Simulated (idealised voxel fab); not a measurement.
Process module under the name voxel ribs on slabs
The cross-section shown here is cut; it is 295 nm wide and divided into square cells measuring 5 nm on a side.
Throughout this document, each cross-section is represented as a grid of square cells and is presented as a sequence of bands enumerated from the top downward, where a band comprises one or more rows of cells. Heads up on the band format: heights come first, top then bottom, in nm. After that it's the materials left to right, each with its width in nm. A single material flagged "all across" fills the whole band edge to edge, and "air" means there's empty space there. Ref level 0: as-received wafer is one material below here. Bottom band extends down with no lower bound ("0 down"). Read "30->40" as a graded width: first number on top, second number at the bottom, same change between each pair of neighbouring rows. When a step is marked "all unchanged", none of the cells in the cross-section changed during that step. "Sealed void inventory" - sealed voids, min. 8 cells, no opening to top; format: width x height at distance (distance from left edge; nm throughout). If you see something after the settings on a step's line, that's the simulator's own remark about that step. The "overlay nm" setting may appear on a step's line; for a step that uses a mask, it gives how far to the right of its planned position the mask lay, and a negative value indicates the left.
[Set out below are the planned steps of the process]
- 1: RECEIVE,material Si
- 2: DIRECTIONAL_DEP,material SiO2,thk nm 25
- 3: DIRECTIONAL_DEP,material SiN,thk nm 25
- 4: PATTERN,tone cover,mask id RIB,material resist,width nm 25,thk nm 20,overlay nm 0
- 5: DIRECTIONAL_ETCH,etch materials SiN,depth nm 15
- 6: STRIP,etch materials resist
- 7: MASKED_ETCH,tone cover,mask id SLAB,width nm 85,etch materials SiN,depth nm 10,overlay nm 0
- 8: FILL_DEP,material SiO2,thk nm 25
- 9: CMP,height nm 65
- 10: DIRECTIONAL_DEP,material TiN,thk nm 5
- 11: PATTERN,tone cover,mask id HEATER,material resist,width nm 35,thk nm 15,overlay nm 0
- 12: DIRECTIONAL_ETCH,etch materials TiN,depth nm 5
- 13: STRIP,etch materials resist
- 14: CONFORMAL_DEP,material SiN,thk nm 5
[First wafer out of two, processed as planned]
[Delivered wafer in cross-section: state after step 1]
- 0 down: Si all across
- Sealed void inventory: none
[The wafer, seen in cross-section, after step 2]
- 25 to 0: SiO2 all across
- Beneath the level 0, the cross-section is identical to its previous state.
[The wafer, seen in cross-section, after step 3]
- 50 to 25: SiN all across
- Beneath the level 25, the cross-section is identical to its previous state.
[The wafer, seen in cross-section, after step 4]
- 70 to 50: air 135 nm, resist 25 nm, air 135 nm
- Beneath the level 50, the cross-section is identical to its previous state.
[The wafer, seen in cross-section, after step 5]
- 70 to 50: air 135 nm, resist 25 nm, air 135 nm
- 50 to 35: air 135 nm, SiN 25 nm, air 135 nm
- Beneath the level 35, the cross-section is identical to its previous state.
[The wafer, seen in cross-section, after step 6]
- 50 to 35: air 135 nm, SiN 25 nm, air 135 nm
- Beneath the level 35, the cross-section is identical to its previous state.
[The wafer, seen in cross-section, after step 7]
- 50 to 35: air 135 nm, SiN 25 nm, air 135 nm
- 35 to 25: air 105 nm, SiN 85 nm, air 105 nm
- Beneath the level 25, the cross-section is identical to its previous state.
[The wafer, seen in cross-section, after step 8]
- 75 to 50: SiO2 all across
- 50 to 35: SiO2 135 nm, SiN 25 nm, SiO2 135 nm
- 35 to 25: SiO2 105 nm, SiN 85 nm, SiO2 105 nm
- Beneath the level 25, the cross-section is identical to its previous state.
[The wafer, seen in cross-section, after step 9]
- 65 to 50: SiO2 all across
- Beneath the level 50, the cross-section is identical to its previous state.
[The wafer, seen in cross-section, after step 10]
- 70 to 65: TiN all across
- Beneath the level 65, the cross-section is identical to its previous state.
[The wafer, seen in cross-section, after step 11]
- 85 to 70: air 130 nm, resist 35 nm, air 130 nm
- Beneath the level 70, the cross-section is identical to its previous state.
[The wafer, seen in cross-section, after step 12]
- 85 to 70: air 130 nm, resist 35 nm, air 130 nm
- 70 to 65: air 130 nm, TiN 35 nm, air 130 nm
- Beneath the level 65, the cross-section is identical to its previous state.
[The wafer, seen in cross-section, after step 13]
- 70 to 65: air 130 nm, TiN 35 nm, air 130 nm
- Beneath the level 65, the cross-section is identical to its previous state.
[The wafer, seen in cross-section, after step 14]
- 75 to 70: air 125 nm, SiN 45 nm, air 125 nm
- 70 to 65: SiN 130 nm, TiN 35 nm, SiN 130 nm
- Beneath the level 65, the cross-section is identical to its previous state.
[The second wafer was prepared from the same starting point and under the same plan as the first; its processing contained one mistake, and it remains indistinguishable from the first wafer up to and including step 1]
[Second wafer, cut view, end of step 2 per plan]
- 25 to 0: SiN all across
- Beneath the level 0, the cross-section is identical to its previous state.
[Second wafer, cut view, end of step 3 per plan]
- 50 to 0: SiN all across
- Beneath the level 0, the cross-section is identical to its previous state.
[Second wafer, cut view, end of step 4 per plan]
- 70 to 50: air 135 nm, resist 25 nm, air 135 nm
- Beneath the level 50, the cross-section is identical to its previous state.
[Second wafer, cut view, end of step 5 per plan]
- 70 to 50: air 135 nm, resist 25 nm, air 135 nm
- 50 to 35: air 135 nm, SiN 25 nm, air 135 nm
- Beneath the level 35, the cross-section is identical to its previous state.
[Second wafer, cut view, end of step 6 per plan]
- 50 to 35: air 135 nm, SiN 25 nm, air 135 nm
- Beneath the level 35, the cross-section is identical to its previous state.
[Second wafer, cut view, end of step 7 per plan]
- 50 to 35: air 135 nm, SiN 25 nm, air 135 nm
- 35 to 25: air 105 nm, SiN 85 nm, air 105 nm
- Beneath the level 25, the cross-section is identical to its previous state.
[Second wafer, cut view, end of step 8 per plan]
- 75 to 50: SiO2 all across
- 50 to 35: SiO2 135 nm, SiN 25 nm, SiO2 135 nm
- 35 to 25: SiO2 105 nm, SiN 85 nm, SiO2 105 nm
- Beneath the level 25, the cross-section is identical to its previous state.
[Second wafer, cut view, end of step 9 per plan]
- 65 to 50: SiO2 all across
- Beneath the level 50, the cross-section is identical to its previous state.
[Second wafer, cut view, end of step 10 per plan]
- 70 to 65: TiN all across
- Beneath the level 65, the cross-section is identical to its previous state.
[Second wafer, cut view, end of step 11 per plan]
- 85 to 70: air 130 nm, resist 35 nm, air 130 nm
- Beneath the level 70, the cross-section is identical to its previous state.
[Second wafer, cut view, end of step 12 per plan]
- 85 to 70: air 130 nm, resist 35 nm, air 130 nm
- 70 to 65: air 130 nm, TiN 35 nm, air 130 nm
- Beneath the level 65, the cross-section is identical to its previous state.
[Second wafer, cut view, end of step 13 per plan]
- 70 to 65: air 130 nm, TiN 35 nm, air 130 nm
- Beneath the level 65, the cross-section is identical to its previous state.
[Second wafer, cut view, end of step 14 per plan]
- 75 to 70: air 125 nm, SiN 45 nm, air 125 nm
- 70 to 65: SiN 130 nm, TiN 35 nm, SiN 130 nm
- Beneath the level 65, the cross-section is identical to its previous state.
what went wrong: step 2 ran as: DIRECTIONAL_DEP,material SiN,thk nm 25
Final tally in cells, some materials are higher or lower on the second wafer than on the first: SiN: 295 more | SiO2: 295 fewer
